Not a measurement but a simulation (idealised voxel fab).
process module | voxel fin reveal
cross-section cut | 240 nm wide | cells 5 nm
A cross-section is a grid of square cells, given in bands from the top down. A band is one or more rows of cells.
Each band's line starts with the height of the band's top and of its bottom, in nm. Then come its materials from left to right, each with its width in nm. One material with "throughout" fills the band from edge to edge. "air" is empty space.
Height 0 is the level under which the wafer as received is all one material. The lowest band goes on downwards, as in "0 down".
A width such as "30 to 40" changes by the same amount from each row of cells to the next, from the band's top row to its bottom row.
"no change" after a step means that no cell of the cross-section changed.
closed voids: empty space of 8 cells or more with no open way to the top, each as width x height at its distance from the left edge, in nm
after a step's settings: what the simulator itself notes on the step
overlay nm, on a step with a mask: how far to the right of its planned place the mask lay; to the left if negative
plan
1 op RECEIVE | material Si
2 op CONFORMAL_DEP | material SiN | thk nm 5
3 op PATTERN | tone cover | mask id FINS | material resist | width nm 15 | pitch nm 35 | thk nm 15 | overlay nm 0
4 op DIRECTIONAL_ETCH | etch materials SiN | depth nm 5
5 op DIRECTIONAL_ETCH | etch materials Si | depth nm 35
6 op STRIP | etch materials resist
7 op FILL_DEP | material SiO2 | thk nm 15
8 op CMP | height nm 5
9 op SELECTIVE_ETCH | etch materials SiO2 | depth nm 15
10 op STRIP | etch materials SiN
as received, after step 1
  0 down: Si throughout
  closed voids: none
first wafer at the end, as planned
  0 to -10: air 60 | Si 15 | air 20 | Si 15 | air 20 | Si 15 | air 20 | Si 15 | air 60
  -10 to -35: SiO2 60 | Si 15 | SiO2 20 | Si 15 | SiO2 20 | Si 15 | SiO2 20 | Si 15 | SiO2 60
  -35 down: Si throughout
  closed voids: none
second wafer at the end: like start, like plan, one mistake
  0 to -20: air 60 | Si 15 | air 20 | Si 15 | air 20 | Si 15 | air 20 | Si 15 | air 60
  -20 to -35: SiO2 60 | Si 15 | SiO2 20 | Si 15 | SiO2 20 | Si 15 | SiO2 20 | Si 15 | SiO2 60
  -35 down: Si throughout
  closed voids: none
what went wrong: step 9 ran as: op SELECTIVE_ETCH | etch materials SiO2 | depth nm 25
at the end the second wafer has, in cells: 72 fewer of SiO2
